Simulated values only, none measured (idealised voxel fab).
The process module presented herein is designated voxel capacitor over wiring.
Cross-sectional view cut (width: 225 nm; square cell size: 5 nm).
A cross-section is a grid of square cells, given in bands from the top down. A band is one or more rows of cells. Top, bottom (nm), then materials left to right with widths (nm); lone material tagged "all across" fills the whole band edge to edge; "empty" = empty space. Where do heights start? At 0: under that level the wafer as delivered is made of one material only. And the lowest band has no floor; it just carries on downward, as in "from 0 down". So if you see something like "30..40" for the width, read it as the top row of the band sitting at the first number and the bottom row at the second, with every row in between moving by the same amount as the last. For the purposes of this document, the phrase "remains unaltered" attached to a step denotes that no cell within the cross-section was modified by that step. Voids not open to the top, 8 cells minimum: see "Closed internal cavities". Written width x height at distance; distance is from the left edge; nm. If you see something after the settings on a step's line, that's the simulator's own remark about that step. overlay nm: step with mask; distance mask lay right of planned place; negative value = left of planned place.
### Planned step list for the process
1: RECEIVE [material Si]
2: CONFORMAL_DEP [material SiO2] [thk nm 15]
3: DIRECTIONAL_DEP [material TiN] [thk nm 5]
4: DIRECTIONAL_DEP [material W] [thk nm 15]
5: MASKED_ETCH [tone cover] [mask id METAL_1] [width nm 25] [pitch nm 95] [etch materials W] [depth nm 15] [overlay nm 0]
6: MASKED_ETCH [tone cover] [mask id METAL_1] [width nm 25] [pitch nm 95] [etch materials TiN] [depth nm 5] [overlay nm 0]
7: CONFORMAL_DEP [material SiCN] [thk nm 5]
8: FILL_DEP [material lowk] [thk nm 5]
9: CMP [height nm 35]
10: CONFORMAL_DEP [material SiCN] [thk nm 5]
11: DIRECTIONAL_DEP [material lowk] [thk nm 15]
12: PATTERN [tone open] [mask id PLUG_1] [material resist] [width nm 15] [thk nm 20] [overlay nm 0]
13: DIRECTIONAL_ETCH [etch materials lowk] [depth nm 15]
14: DIRECTIONAL_ETCH [etch materials SiCN] [depth nm 5]
15: STRIP [etch materials resist]
16: CONFORMAL_DEP [material TiN] [thk nm 5]
17: FILL_DEP [material Ru] [thk nm 10]
18: CMP [height nm 55]
19: DIRECTIONAL_DEP [material TiN] [thk nm 5]
20: DIRECTIONAL_DEP [material SiN] [thk nm 5]
21: DIRECTIONAL_DEP [material TiN] [thk nm 5]
22: PATTERN [tone cover] [mask id UPPER_PLATE] [material resist] [width nm 75] [thk nm 15] [overlay nm 0]
23: DIRECTIONAL_ETCH [etch materials TiN] [depth nm 5]
24: DIRECTIONAL_ETCH [etch materials SiN] [depth nm 5]
25: STRIP [etch materials resist]
26: MASKED_ETCH [tone cover] [mask id LOWER_PLATE] [width nm 85] [etch materials TiN] [depth nm 5] [overlay nm 0]
27: FILL_DEP [material SiO2] [thk nm 20]
28: CMP [height nm 85]
29: MASKED_ETCH [tone open] [mask id PLUG_2] [width nm 15] [etch materials SiO2] [depth nm 15] [overlay nm 0]
30: CONFORMAL_DEP [material TiN] [thk nm 5]
31: FILL_DEP [material Ru] [thk nm 10]
32: CMP [height nm 85]
33: CONFORMAL_DEP [material SiN] [thk nm 5]
### as received, after step 1
* from 0 down = Si all across
* Closed internal cavities: none
### Wafer at module end, in section. Began as above, planned as above, run with one mistake
* from 90 to 85 = SiN all across
* from 85 to 75 = 70 SiO2, then 5 TiN, then 5 Ru, then 5 TiN, then 140 SiO2
* from 75 to 65 = 70..60 SiO2, then 15..75 TiN, then 140..90 SiO2
* from 65 to 60 = 60 SiO2, then 75 SiN, then 90 SiO2
* from 60 to 55 = 55 SiO2, then 85 TiN, then 85 SiO2
* from 55 to 40 = 60 lowk, then 5 TiN, then 10 Ru, then 5 TiN, then 145 lowk
* from 40 to 35 = 60 SiCN, then 20 TiN, then 145 SiCN
* from 35 to 20 = 45 lowk, then 5 SiCN, then 25 W, then 5 SiCN, then 60 lowk, then 5 SiCN, then 25 W, then 5 SiCN, then 50 lowk
* from 20 to 15 = 50 SiCN, then 25 TiN, then 70 SiCN, then 25 TiN, then 55 SiCN
* from 15 to 0 = SiO2 all across
* from 0 down = Si all across
* Closed internal cavities: none
Misprocessing identified: step 12 ran as: PATTERN [tone open] [mask id PLUG_1] [material resist] [width nm 20] [thk nm 20] [overlay nm 0]
